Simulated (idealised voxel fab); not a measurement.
This is a process module. Its name is voxel wiring stack.
Section shown: cut. Width: 195 nm. Cell size: 5 nm, square.
Reading order for cross-sections: top band down to bottom band. Underlying form: a grid of square cells. Band size: one or more rows of cells.
Basically the band line says how high the top is and how high the bottom is, in nm, and then what's in it from left to right, every material with its width in nm. Empty space shows up as "blank", and if a single material carries "all across" it runs the full band edge to edge.
For the purposes of this specification, 0 denotes the height below which the wafer in its as-received condition is composed wholly of one material, and the lowermost band, lacking a lower limit, extends downward without end, as expressed in "from 0 down".
Width: "30..40" (first number = top row, second number = bottom row, same change from row to row of cells).
"no modifications" after a step means that no cell of the cross-section changed.
"Enclosed empty spaces" enumerates empty spaces isolated from the top, with no open way to it, that contain at least 8 cells, giving each as width x height at distance from the left edge, all three in nm.
The remark found on a step's line after its settings is issued by the simulator itself and pertains to that step.
"overlay nm" denotes, for a step that has a mask, the displacement of the mask to the right of its planned place, with negative values corresponding to the left.
# These are the steps we planned for the process
1) RECEIVE (material Si)
2) CONFORMAL_DEP (material SiO2; thk nm 10)
3) DIRECTIONAL_DEP (material TiN; thk nm 5)
4) DIRECTIONAL_DEP (material W; thk nm 20)
5) MASKED_ETCH (tone cover; mask id METAL_1; width nm 25; pitch nm 40; etch materials W; depth nm 20; overlay nm 0)
6) MASKED_ETCH (tone cover; mask id METAL_1; width nm 25; pitch nm 40; etch materials TiN; depth nm 5; overlay nm 0)
7) CONFORMAL_DEP (material SiN; thk nm 5)
8) FILL_DEP (material lowk; thk nm 5)
9) CMP (height nm 35)
10) CONFORMAL_DEP (material SiCN; thk nm 5)
11) DIRECTIONAL_DEP (material lowk; thk nm 15)
12) MASKED_ETCH (tone open; mask id PLUG_1; width nm 15; pitch nm 40; etch materials lowk; depth nm 15; overlay nm 0)
13) MASKED_ETCH (tone open; mask id PLUG_1; width nm 15; pitch nm 40; etch materials SiCN; depth nm 5; overlay nm 0)
14) EPI (material Ru; thk nm 10)
15) EPI (material Ru; thk nm 10)
16) CONFORMAL_DEP (material SiCN; thk nm 5)
17) DIRECTIONAL_DEP (material SiO2; thk nm 20)
18) PATTERN (tone open; mask id METAL_2; material resist; width nm 25; pitch nm 40; thk nm 20; overlay nm 0)
19) DIRECTIONAL_ETCH (etch materials SiO2; depth nm 20)
20) DIRECTIONAL_ETCH (etch materials SiCN; depth nm 5)
21) STRIP (etch materials resist)
22) CONFORMAL_DEP (material TiN; thk nm 5)
23) FILL_DEP (material Ru; thk nm 5)
24) CMP (height nm 80)
25) CONFORMAL_DEP (material SiCN; thk nm 5)
# Wafer at receipt (post step 1), cross-section
* from 0 down  Si all across
* Enclosed empty spaces: none
# End-of-module XS, first of two wafers, run as planned
* from 85 to 80  SiCN all across
* from 80 to 60  SiO2 25, TiN 5, Ru 15, TiN 5, SiO2 15, TiN 5, Ru 15, TiN 5, SiO2 15, TiN 5, Ru 15, TiN 5, SiO2 15, TiN 5, Ru 15, TiN 5, SiO2 25
* from 60 to 55  SiCN 25, TiN 25, SiCN 15, TiN 25, SiCN 15, TiN 25, SiCN 15, TiN 25, SiCN 25
* from 55 to 40  lowk 25, Ru 15, lowk 25, Ru 15, lowk 25, Ru 15, lowk 25, Ru 15, lowk 35
* from 40 to 35  SiCN 25, Ru 15, SiCN 25, Ru 15, SiCN 25, Ru 15, SiCN 25, Ru 15, SiCN 35
* from 35 to 15  lowk 20, SiN 5, W 25, SiN 5, lowk 5, SiN 5, W 25, SiN 5, lowk 5, SiN 5, W 25, SiN 5, lowk 5, SiN 5, W 25, SiN 5, lowk 20
* from 15 to 10  SiN 25, TiN 25, SiN 15, TiN 25, SiN 15, TiN 25, SiN 15, TiN 25, SiN 25
* from 10 to 0  SiO2 all across
* from 0 down  Si all across
* Enclosed empty spaces: none
# Cross-sectional image of the second wafer of the two following completion of the module. Starting state and process plan were the same as for the first wafer; one execution error occurred
* from 85 to 80  SiCN all across
* from 80 to 60  SiO2 25, TiN 5, Ru 15, TiN 5, SiO2 15, TiN 5, Ru 15, TiN 5, SiO2 15, TiN 5, Ru 15, TiN 5, SiO2 15, TiN 5, Ru 15, TiN 5, SiO2 25
* from 60 to 55  SiCN 25, TiN 25, SiCN 15, TiN 25, SiCN 15, TiN 25, SiCN 15, TiN 25, SiCN 25
* from 55 to 40  lowk 25, Ru 15, lowk 25, Ru 15, lowk 25, Ru 15, lowk 25, Ru 15, lowk 35
* from 40 to 35  SiCN 25, Ru 15, SiCN 25, Ru 15, SiCN 25, Ru 15, SiCN 25, Ru 15, SiCN 35
* from 35 to 20  lowk 20, SiN 5, W 25, SiN 5, lowk 5, SiN 5, W 25, SiN 5, lowk 5, SiN 5, W 25, SiN 5, lowk 5, SiN 5, W 25, SiN 5, lowk 20
* from 20 to 15  SiN 25, W 25, SiN 15, W 25, SiN 15, W 25, SiN 15, W 25, SiN 25
* from 15 to 10  SiCN all across
* from 10 to 0  SiO2 all across
* from 0 down  Si all across
* Enclosed empty spaces: none
Here's what went sideways: it should be noted that step 3 was executed with settings other than those planned, the operation and settings actually applied being DIRECTIONAL_DEP (material SiCN; thk nm 5)
Wafer comparison, final, in cells, second relative to first, materials more or fewer: 39 more of SiCN, 8 fewer of SiN, 20 fewer of TiN, 11 fewer of lowk
